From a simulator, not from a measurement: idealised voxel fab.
The following process module bears the name voxel quadruple lines.
The cross-section on display is named cut; it measures 225 nm wide, and its cells are 5 nm squares.
Throughout this document, each cross-section is represented as a grid of square cells and is presented as a sequence of bands enumerated from the top downward, where a band comprises one or more rows of cells.
Top height, bottom height, nm. Materials left to right, width each, nm. Single material + "all across" = fills band edge to edge. "air" = empty.
Counting heights begins at 0, where everything beneath is, in the wafer as received, one material. The lowest band has no bottom; it goes on downwards, as "z 0 and below" shows.
A width such as "30 to 40" changes by the same amount from each row of cells to the next, from the band's top row to its bottom row.
Step note "no change occurred" = no cross-section cell changed.
You'll see "Closed void register" listing empty spaces that have no way open to the top, as long as they're 8 cells or more; the notation is width x height at distance, where the distance is from the left edge, and all of it is in nm.
If you see something after the settings on a step's line, that's the simulator's own remark about that step.
The setting "overlay nm" may be written on the line of a step. When the step uses a mask, the value reports how far to the right of the planned place the mask lay, and a negative value reports that it lay to the left.
So here's the lineup of process steps we planned:
1 op RECEIVE | material Si
2 op CONFORMAL_DEP | material Al2O3 | thk nm 5
3 op DIRECTIONAL_DEP | material TiN | thk nm 15
4 op DIRECTIONAL_DEP | material polySi | thk nm 20
5 op DIRECTIONAL_DEP | material aC | thk nm 25
6 op PATTERN | tone cover | mask id MANDREL | material resist | width nm 25 | pitch nm 80 | thk nm 35 | overlay nm 0
7 op DIRECTIONAL_ETCH | etch materials aC | depth nm 25
8 op STRIP | etch materials resist
9 op CONFORMAL_DEP | material SiO2 | thk nm 15
10 op DIRECTIONAL_ETCH | etch materials SiO2 | depth nm 15
11 op STRIP | etch materials aC
12 op DIRECTIONAL_ETCH | etch materials polySi | depth nm 20
13 op STRIP | etch materials SiO2
14 op CONFORMAL_DEP | material SiCN | thk nm 5
15 op DIRECTIONAL_ETCH | etch materials SiCN | depth nm 5
16 op STRIP | etch materials polySi
17 op DIRECTIONAL_ETCH | etch materials TiN | depth nm 15
18 op STRIP | etch materials SiCN
19 op FILL_DEP | material SiO2 | thk nm 10
20 op CMP | height nm 20
First of two wafers - as planned:
Cross-sectional view of the wafer in its as-received condition, corresponding to the state after step 1:
    z 0 and below  Si all across
    Closed void register: none
Upon completion of step 2, the wafer appears in cross-section as shown:
    z 5 to 0  Al2O3 all across
    Anything lower than 0 is untouched.
Upon completion of step 3, the wafer appears in cross-section as shown:
    z 20 to 5  TiN all across
    Anything lower than 5 is untouched.
Upon completion of step 4, the wafer appears in cross-section as shown:
    z 40 to 20  polySi all across
    Anything lower than 20 is untouched.
Upon completion of step 5, the wafer appears in cross-section as shown:
    z 65 to 40  aC all across
    Anything lower than 40 is untouched.
Upon completion of step 6, the wafer appears in cross-section as shown:
    z 100 to 65  air 60; resist 25; air 55; resist 25; air 60
    Anything lower than 65 is untouched.
Upon completion of step 7, the wafer appears in cross-section as shown:
    z 75 to 65  air 60; resist 25; air 55; resist 25; air 60
    z 65 to 40  air 60; aC 25; air 55; aC 25; air 60
    Anything lower than 40 is untouched.
Upon completion of step 8, the wafer appears in cross-section as shown:
    z 65 to 40  air 60; aC 25; air 55; aC 25; air 60
    Anything lower than 40 is untouched.
Upon completion of step 9, the wafer appears in cross-section as shown:
    z 80 to 65  air 45; SiO2 55; air 25; SiO2 55; air 45
    z 65 to 55  air 45; SiO2 15; aC 25; SiO2 15; air 25; SiO2 15; aC 25; SiO2 15; air 45
    z 55 to 40  SiO2 60; aC 25; SiO2 55; aC 25; SiO2 60
    Anything lower than 40 is untouched.
Upon completion of step 10, the wafer appears in cross-section as shown:
    z 65 to 40  air 45; SiO2 15; aC 25; SiO2 15; air 25; SiO2 15; aC 25; SiO2 15; air 45
    Anything lower than 40 is untouched.
Upon completion of step 11, the wafer appears in cross-section as shown:
    z 65 to 40  air 45; SiO2 15; air 25; SiO2 15; air 25; SiO2 15; air 25; SiO2 15; air 45
    Anything lower than 40 is untouched.
Upon completion of step 12, the wafer appears in cross-section as shown:
    z 65 to 40  air 45; SiO2 15; air 25; SiO2 15; air 25; SiO2 15; air 25; SiO2 15; air 45
    z 40 to 20  air 45; polySi 15; air 25; polySi 15; air 25; polySi 15; air 25; polySi 15; air 45
    Anything lower than 20 is untouched.
Upon completion of step 13, the wafer appears in cross-section as shown:
    z 40 to 20  air 45; polySi 15; air 25; polySi 15; air 25; polySi 15; air 25; polySi 15; air 45
    Anything lower than 20 is untouched.
Upon completion of step 14, the wafer appears in cross-section as shown:
    z 45 to 40  air 40; SiCN 25; air 15; SiCN 25; air 15; SiCN 25; air 15; SiCN 25; air 40
    z 40 to 25  air 40; SiCN 5; polySi 15; SiCN 5; air 15; SiCN 5; polySi 15; SiCN 5; air 15; SiCN 5; polySi 15; SiCN 5; air 15; SiCN 5; polySi 15; SiCN 5; air 40
    z 25 to 20  SiCN 45; polySi 15; SiCN 25; polySi 15; SiCN 25; polySi 15; SiCN 25; polySi 15; SiCN 45
    Anything lower than 20 is untouched.
Upon completion of step 15, the wafer appears in cross-section as shown:
    z 40 to 20  air 40; SiCN 5; polySi 15; SiCN 5; air 15; SiCN 5; polySi 15; SiCN 5; air 15; SiCN 5; polySi 15; SiCN 5; air 15; SiCN 5; polySi 15; SiCN 5; air 40
    Anything lower than 20 is untouched.
Upon completion of step 16, the wafer appears in cross-section as shown:
    z 40 to 20  air 40; SiCN 5; air 15; SiCN 5; air 15; SiCN 5; air 15; SiCN 5; air 15; SiCN 5; air 15; SiCN 5; air 15; SiCN 5; air 15; SiCN 5; air 40
    Anything lower than 20 is untouched.
Upon completion of step 17, the wafer appears in cross-section as shown:
    z 40 to 20  air 40; SiCN 5; air 15; SiCN 5; air 15; SiCN 5; air 15; SiCN 5; air 15; SiCN 5; air 15; SiCN 5; air 15; SiCN 5; air 15; SiCN 5; air 40
    z 20 to 5  air 40; TiN 5; air 15; TiN 5; air 15; TiN 5; air 15; TiN 5; air 15; TiN 5; air 15; TiN 5; air 15; TiN 5; air 15; TiN 5; air 40
    Anything lower than 5 is untouched.
Upon completion of step 18, the wafer appears in cross-section as shown:
    z 20 to 5  air 40; TiN 5; air 15; TiN 5; air 15; TiN 5; air 15; TiN 5; air 15; TiN 5; air 15; TiN 5; air 15; TiN 5; air 15; TiN 5; air 40
    Anything lower than 5 is untouched.
Upon completion of step 19, the wafer appears in cross-section as shown:
    z 30 to 20  SiO2 all across
    z 20 to 5  SiO2 40; TiN 5; SiO2 15; TiN 5; SiO2 15; TiN 5; SiO2 15; TiN 5; SiO2 15; TiN 5; SiO2 15; TiN 5; SiO2 15; TiN 5; SiO2 15; TiN 5; SiO2 40
    Anything lower than 5 is untouched.
Upon completion of step 20, the wafer appears in cross-section as shown:
    z 20 to 5  SiO2 40; TiN 5; SiO2 15; TiN 5; SiO2 15; TiN 5; SiO2 15; TiN 5; SiO2 15; TiN 5; SiO2 15; TiN 5; SiO2 15; TiN 5; SiO2 15; TiN 5; SiO2 40
    Anything lower than 5 is untouched.
Regarding the second of the two wafers: it shared the first wafer's starting condition and process plan, yet one error occurred during its execution. Its history coincides with that of the first wafer up to and including step 5:
Second wafer at the planned finish of step 6, seen in cross-section:
    z 100 to 65  resist 60; air 25; resist 55; air 25; resist 60
    Anything lower than 65 is untouched.
Second wafer at the planned finish of step 7, seen in cross-section:
    z 75 to 65  resist 60; air 25; resist 55; air 25; resist 60
    z 65 to 40  aC 60; air 25; aC 55; air 25; aC 60
    Anything lower than 40 is untouched.
Second wafer at the planned finish of step 8, seen in cross-section:
    z 65 to 40  aC 60; air 25; aC 55; air 25; aC 60
    Anything lower than 40 is untouched.
Second wafer at the planned finish of step 9, seen in cross-section:
    z 80 to 65  SiO2 all across
    z 65 to 40  aC 60; SiO2 25; aC 55; SiO2 25; aC 60
    Anything lower than 40 is untouched.
Second wafer at the planned finish of step 10, seen in cross-section:
    z 65 to 40  aC 60; SiO2 25; aC 55; SiO2 25; aC 60
    Anything lower than 40 is untouched.
Second wafer at the planned finish of step 11, seen in cross-section:
    z 65 to 40  air 60; SiO2 25; air 55; SiO2 25; air 60
    Anything lower than 40 is untouched.
Second wafer at the planned finish of step 12, seen in cross-section:
    z 65 to 40  air 60; SiO2 25; air 55; SiO2 25; air 60
    z 40 to 20  air 60; polySi 25; air 55; polySi 25; air 60
    Anything lower than 20 is untouched.
Second wafer at the planned finish of step 13, seen in cross-section:
    z 40 to 20  air 60; polySi 25; air 55; polySi 25; air 60
    Anything lower than 20 is untouched.
Second wafer at the planned finish of step 14, seen in cross-section:
    z 45 to 40  air 55; SiCN 35; air 45; SiCN 35; air 55
    z 40 to 25  air 55; SiCN 5; polySi 25; SiCN 5; air 45; SiCN 5; polySi 25; SiCN 5; air 55
    z 25 to 20  SiCN 60; polySi 25; SiCN 55; polySi 25; SiCN 60
    Anything lower than 20 is untouched.
Second wafer at the planned finish of step 15, seen in cross-section:
    z 40 to 20  air 55; SiCN 5; polySi 25; SiCN 5; air 45; SiCN 5; polySi 25; SiCN 5; air 55
    Anything lower than 20 is untouched.
Second wafer at the planned finish of step 16, seen in cross-section:
    z 40 to 20  air 55; SiCN 5; air 25; SiCN 5; air 45; SiCN 5; air 25; SiCN 5; air 55
    Anything lower than 20 is untouched.
Second wafer at the planned finish of step 17, seen in cross-section:
    z 40 to 20  air 55; SiCN 5; air 25; SiCN 5; air 45; SiCN 5; air 25; SiCN 5; air 55
    z 20 to 5  air 55; TiN 5; air 25; TiN 5; air 45; TiN 5; air 25; TiN 5; air 55
    Anything lower than 5 is untouched.
Second wafer at the planned finish of step 18, seen in cross-section:
    z 20 to 5  air 55; TiN 5; air 25; TiN 5; air 45; TiN 5; air 25; TiN 5; air 55
    Anything lower than 5 is untouched.
Second wafer at the planned finish of step 19, seen in cross-section:
    z 30 to 20  SiO2 all across
    z 20 to 5  SiO2 55; TiN 5; SiO2 25; TiN 5; SiO2 45; TiN 5; SiO2 25; TiN 5; SiO2 55
    Anything lower than 5 is untouched.
Second wafer at the planned finish of step 20, seen in cross-section:
    z 20 to 5  SiO2 55; TiN 5; SiO2 25; TiN 5; SiO2 45; TiN 5; SiO2 25; TiN 5; SiO2 55
    Anything lower than 5 is untouched.
Want to know what went wrong? step 6 was processed under conditions differing from the plan, specifically as op PATTERN | tone open | mask id MANDREL | material resist | width nm 25 | pitch nm 80 | thk nm 35 | overlay nm 0
at the end the second wafer has, in cells: SiO2 +12 | TiN -12
